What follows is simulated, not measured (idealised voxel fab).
Process module under the name voxel capacitor over wiring
Each square cell in cross-section cut measures 5 nm, and the section as a whole is 210 nm wide.
A cross-section in this document is a grid of square cells, and it is written down as bands, the top band listed before the ones below it; a band is made up of one or more rows of cells.
The entry gives the band's vertical extent as a top height and a bottom height in nm, then its horizontal make-up as materials from left to right, each with a width in nm. "empty" stands for empty space; a single material marked "all across" fills the band edge to edge.
Height datum 0, below which the as-received substrate wafer is one material. Lowest band open at the bottom, running downward: "0..down".
With a width like "30 to 40", each row of cells in the band differs from the next by the same amount, the top row carrying the first number and the bottom row the second.
A step reported as "left unchanged" is a step in which no cell of the cross-section changed.
This entry, "Enclosed voids", enumerates those empty regions of no fewer than 8 cells that possess no open connection to the top. Each region is reported in the form width x height at distance, the distance being taken from the left edge, with all three quantities expressed in nm.
Note: text after step settings on the step line = simulator remark on that step.
overlay nm: right-of-plan distance of the mask on a masked step; negative values mean left-of-plan.
Set out below are the planned steps of the process
1. op RECEIVE | material Si
2. op CONFORMAL_DEP | material SiO2 | thk nm 15
3. op DIRECTIONAL_DEP | material TiN | thk nm 5
4. op DIRECTIONAL_DEP | material W | thk nm 25
5. op MASKED_ETCH | tone cover | mask id METAL_1 | width nm 20 | pitch nm 80 | etch materials W | depth nm 25 | overlay nm 0
6. op MASKED_ETCH | tone cover | mask id METAL_1 | width nm 20 | pitch nm 80 | etch materials TiN | depth nm 5 | overlay nm 0
7. op CONFORMAL_DEP | material SiN | thk nm 5
8. op FILL_DEP | material lowk | thk nm 5
9. op CMP | height nm 45
10. op CONFORMAL_DEP | material SiCN | thk nm 5
11. op DIRECTIONAL_DEP | material SiO2 | thk nm 10
12. op MASKED_ETCH | tone open | mask id PLUG_1 | width nm 15 | etch materials SiO2 | depth nm 10 | overlay nm 0
13. op MASKED_ETCH | tone open | mask id PLUG_1 | width nm 15 | etch materials SiCN | depth nm 5 | overlay nm 0
14. op CONFORMAL_DEP | material TiN | thk nm 5
15. op FILL_DEP | material Cu | thk nm 5
16. op CMP | height nm 60
17. op DIRECTIONAL_DEP | material TiN | thk nm 5
18. op DIRECTIONAL_DEP | material Al2O3 | thk nm 5
19. op DIRECTIONAL_DEP | material TiN | thk nm 10
20. op DIRECTIONAL_DEP | material aC | thk nm 10
21. op PATTERN | tone cover | mask id UPPER_PLATE | material resist | width nm 65 | thk nm 25 | overlay nm 0
22. op DIRECTIONAL_ETCH | etch materials aC | depth nm 10
23. op STRIP | etch materials resist
24. op DIRECTIONAL_ETCH | etch materials TiN | depth nm 10
25. op DIRECTIONAL_ETCH | etch materials Al2O3 | depth nm 5
26. op STRIP | etch materials aC
27. op DIRECTIONAL_DEP | material aC | thk nm 10
28. op PATTERN | tone cover | mask id LOWER_PLATE | material resist | width nm 75 | thk nm 30 | overlay nm 0
29. op DIRECTIONAL_ETCH | etch materials aC | depth nm 10
30. op STRIP | etch materials resist
31. op DIRECTIONAL_ETCH | etch materials TiN | depth nm 5
32. op STRIP | etch materials aC
33. op FILL_DEP | material SiO2 | thk nm 20
34. op CMP | height nm 95
35. op MASKED_ETCH | tone open | mask id PLUG_2 | width nm 15 | etch materials SiO2 | depth nm 15 | overlay nm 0
36. op CONFORMAL_DEP | material TiN | thk nm 5
37. op FILL_DEP | material Ru | thk nm 5
38. op CMP | height nm 95
39. op CONFORMAL_DEP | material SiCN | thk nm 5
Concerning the first of two wafers, which was run in accordance with the plan
Step 1 complete: cross-section of the wafer as received
	0..down | Si all across
	Enclosed voids: none
Cross-section of the wafer after step 2
	15..0 | SiO2 all across
	below 0: unchanged
Cross-section of the wafer after step 3
	20..15 | TiN all across
	below 15: unchanged
Cross-section of the wafer after step 4
	45..20 | W all across
	below 20: unchanged
Cross-section of the wafer after step 5
	45..20 | 55 of empty, 20 of W, 60 of empty, 20 of W, 55 of empty
	below 20: unchanged
Cross-section of the wafer after step 6
	45..20 | 55 of empty, 20 of W, 60 of empty, 20 of W, 55 of empty
	20..15 | 55 of empty, 20 of TiN, 60 of empty, 20 of TiN, 55 of empty
	below 15: unchanged
Cross-section of the wafer after step 7
	50..45 | 50 of empty, 30 of SiN, 50 of empty, 30 of SiN, 50 of empty
	45..20 | 50 of empty, 5 of SiN, 20 of W, 5 of SiN, 50 of empty, 5 of SiN, 20 of W, 5 of SiN, 50 of empty
	20..15 | 55 of SiN, 20 of TiN, 60 of SiN, 20 of TiN, 55 of SiN
	below 15: unchanged
Cross-section of the wafer after step 8
	55..50 | lowk all across
	50..45 | 50 of lowk, 30 of SiN, 50 of lowk, 30 of SiN, 50 of lowk
	45..20 | 50 of lowk, 5 of SiN, 20 of W, 5 of SiN, 50 of lowk, 5 of SiN, 20 of W, 5 of SiN, 50 of lowk
	below 20: unchanged
Cross-section of the wafer after step 9
	45..20 | 50 of lowk, 5 of SiN, 20 of W, 5 of SiN, 50 of lowk, 5 of SiN, 20 of W, 5 of SiN, 50 of lowk
	below 20: unchanged
Cross-section of the wafer after step 10
	50..45 | SiCN all across
	below 45: unchanged
Cross-section of the wafer after step 11
	60..50 | SiO2 all across
	below 50: unchanged
Cross-section of the wafer after step 12
	60..50 | 60 of SiO2, 15 of empty, 135 of SiO2
	below 50: unchanged
Cross-section of the wafer after step 13
	60..50 | 60 of SiO2, 15 of empty, 135 of SiO2
	50..45 | 60 of SiCN, 15 of empty, 135 of SiCN
	below 45: unchanged
Cross-section of the wafer after step 14
	65..60 | 65 of TiN, 5 of empty, 140 of TiN
	60..50 | 60 of SiO2, 5 of TiN, 5 of empty, 5 of TiN, 135 of SiO2
	50..45 | 60 of SiCN, 15 of TiN, 135 of SiCN
	below 45: unchanged
Cross-section of the wafer after step 15
	70..65 | Cu all across
	65..60 | 65 of TiN, 5 of Cu, 140 of TiN
	60..50 | 60 of SiO2, 5 of TiN, 5 of Cu, 5 of TiN, 135 of SiO2
	below 50: unchanged
Cross-section of the wafer after step 16
	60..50 | 60 of SiO2, 5 of TiN, 5 of Cu, 5 of TiN, 135 of SiO2
	below 50: unchanged
Cross-section of the wafer after step 17
	65..60 | TiN all across
	below 60: unchanged
Cross-section of the wafer after step 18
	70..65 | Al2O3 all across
	below 65: unchanged
Cross-section of the wafer after step 19
	80..70 | TiN all across
	below 70: unchanged
Cross-section of the wafer after step 20
	90..80 | aC all across
	below 80: unchanged
Cross-section of the wafer after step 21
	115..90 | 60 of empty, 65 of resist, 85 of empty
	below 90: unchanged
Cross-section of the wafer after step 22
	105..90 | 60 of empty, 65 of resist, 85 of empty
	90..80 | 60 of empty, 65 of aC, 85 of empty
	below 80: unchanged
Cross-section of the wafer after step 23
	90..80 | 60 of empty, 65 of aC, 85 of empty
	below 80: unchanged
Cross-section of the wafer after step 24
	90..80 | 60 of empty, 65 of aC, 85 of empty
	80..70 | 60 of empty, 65 of TiN, 85 of empty
	below 70: unchanged
Cross-section of the wafer after step 25
	90..80 | 60 of empty, 65 of aC, 85 of empty
	80..70 | 60 of empty, 65 of TiN, 85 of empty
	70..65 | 60 of empty, 65 of Al2O3, 85 of empty
	below 65: unchanged
Cross-section of the wafer after step 26
	80..70 | 60 of empty, 65 of TiN, 85 of empty
	below 70: unchanged
Cross-section of the wafer after step 27
	90..80 | 60 of empty, 65 of aC, 85 of empty
	80..75 | 60 of empty, 65 of TiN, 85 of empty
	75..70 | 60 of aC, 65 of TiN, 85 of aC
	70..65 | 60 of aC, 65 of Al2O3, 85 of aC
	below 65: unchanged
Cross-section of the wafer after step 28
	120..90 | 55 of empty, 75 of resist, 80 of empty
	90..80 | 55 of empty, 5 of resist, 65 of aC, 5 of resist, 80 of empty
	80..75 | 55 of empty, 5 of resist, 65 of TiN, 5 of resist, 80 of empty
	below 75: unchanged
Cross-section of the wafer after step 29
	110..90 | 55 of empty, 75 of resist, 80 of empty
	90..80 | 55 of empty, 5 of resist, 65 of aC, 5 of resist, 80 of empty
	80..75 | 55 of empty, 5 of resist, 65 of TiN, 5 of resist, 80 of empty
	75..70 | 55 of empty, 5 of aC, 65 of TiN, 5 of aC, 80 of empty
	70..65 | 55 of empty, 5 of aC, 65 of Al2O3, 5 of aC, 80 of empty
	below 65: unchanged
Cross-section of the wafer after step 30
	90..80 | 60 of empty, 65 of aC, 85 of empty
	80..75 | 60 of empty, 65 of TiN, 85 of empty
	below 75: unchanged
Cross-section of the wafer after step 31
	90..80 | 60 of empty, 65 of aC, 85 of empty
	80..75 | 60 of empty, 65 of TiN, 85 of empty
	75..70 | 55 of empty, 5 of aC, 65 of TiN, 5 of aC, 80 of empty
	70..65 | 55 of empty, 5 of aC, 65 of Al2O3, 5 of aC, 80 of empty
	65..60 | 55 of empty, 75 of TiN, 80 of empty
	below 60: unchanged
Cross-section of the wafer after step 32
	80..70 | 60 of empty, 65 of TiN, 85 of empty
	70..65 | 60 of empty, 65 of Al2O3, 85 of empty
	below 65: unchanged
Cross-section of the wafer after step 33
	100..80 | SiO2 all across
	80..70 | 60 of SiO2, 65 of TiN, 85 of SiO2
	70..65 | 60 of SiO2, 65 of Al2O3, 85 of SiO2
	65..60 | 55 of SiO2, 75 of TiN, 80 of SiO2
	below 60: unchanged
Cross-section of the wafer after step 34
	95..80 | SiO2 all across
	below 80: unchanged
Cross-section of the wafer after step 35
	95..80 | 70 of SiO2, 15 of empty, 125 of SiO2
	below 80: unchanged
Cross-section of the wafer after step 36
	100..95 | 75 of TiN, 5 of empty, 130 of TiN
	95..85 | 70 of SiO2, 5 of TiN, 5 of empty, 5 of TiN, 125 of SiO2
	85..80 | 70 of SiO2, 15 of TiN, 125 of SiO2
	below 80: unchanged
Cross-section of the wafer after step 37
	105..100 | Ru all across
	100..95 | 75 of TiN, 5 of Ru, 130 of TiN
	95..85 | 70 of SiO2, 5 of TiN, 5 of Ru, 5 of TiN, 125 of SiO2
	below 85: unchanged
Cross-section of the wafer after step 38
	95..85 | 70 of SiO2, 5 of TiN, 5 of Ru, 5 of TiN, 125 of SiO2
	below 85: unchanged
Cross-section of the wafer after step 39
	100..95 | SiCN all across
	below 95: unchanged
Regarding the second of the two wafers: it shared the first wafer's starting condition and process plan, yet one error occurred during its execution. Its history coincides with that of the first wafer up to and including step 34
Cross-sectional representation of the second wafer at the time designated in the plan for the completion of step 35
	95..80 | 65 of SiO2, 25 of empty, 120 of SiO2
	below 80: unchanged
Cross-sectional representation of the second wafer at the time designated in the plan for the completion of step 36
	100..95 | 70 of TiN, 15 of empty, 125 of TiN
	95..85 | 65 of SiO2, 5 of TiN, 15 of empty, 5 of TiN, 120 of SiO2
	85..80 | 65 of SiO2, 25 of TiN, 120 of SiO2
	below 80: unchanged
Cross-sectional representation of the second wafer at the time designated in the plan for the completion of step 37
	105..100 | Ru all across
	100..95 | 70 of TiN, 15 of Ru, 125 of TiN
	95..85 | 65 of SiO2, 5 of TiN, 15 of Ru, 5 of TiN, 120 of SiO2
	below 85: unchanged
Cross-sectional representation of the second wafer at the time designated in the plan for the completion of step 38
	95..85 | 65 of SiO2, 5 of TiN, 15 of Ru, 5 of TiN, 120 of SiO2
	below 85: unchanged
Cross-sectional representation of the second wafer at the time designated in the plan for the completion of step 39
	100..95 | SiCN all across
	below 95: unchanged
Where did the run depart from the plan? not per plan at step 35, really ran op MASKED_ETCH | tone open | mask id PLUG_2 | width nm 25 | etch materials SiO2 | depth nm 15 | overlay nm 0
Looking at both finished wafers in cells, the second ends up ahead of or behind the first on some materials: Ru: 4 more; SiO2: 6 fewer; TiN: 2 more
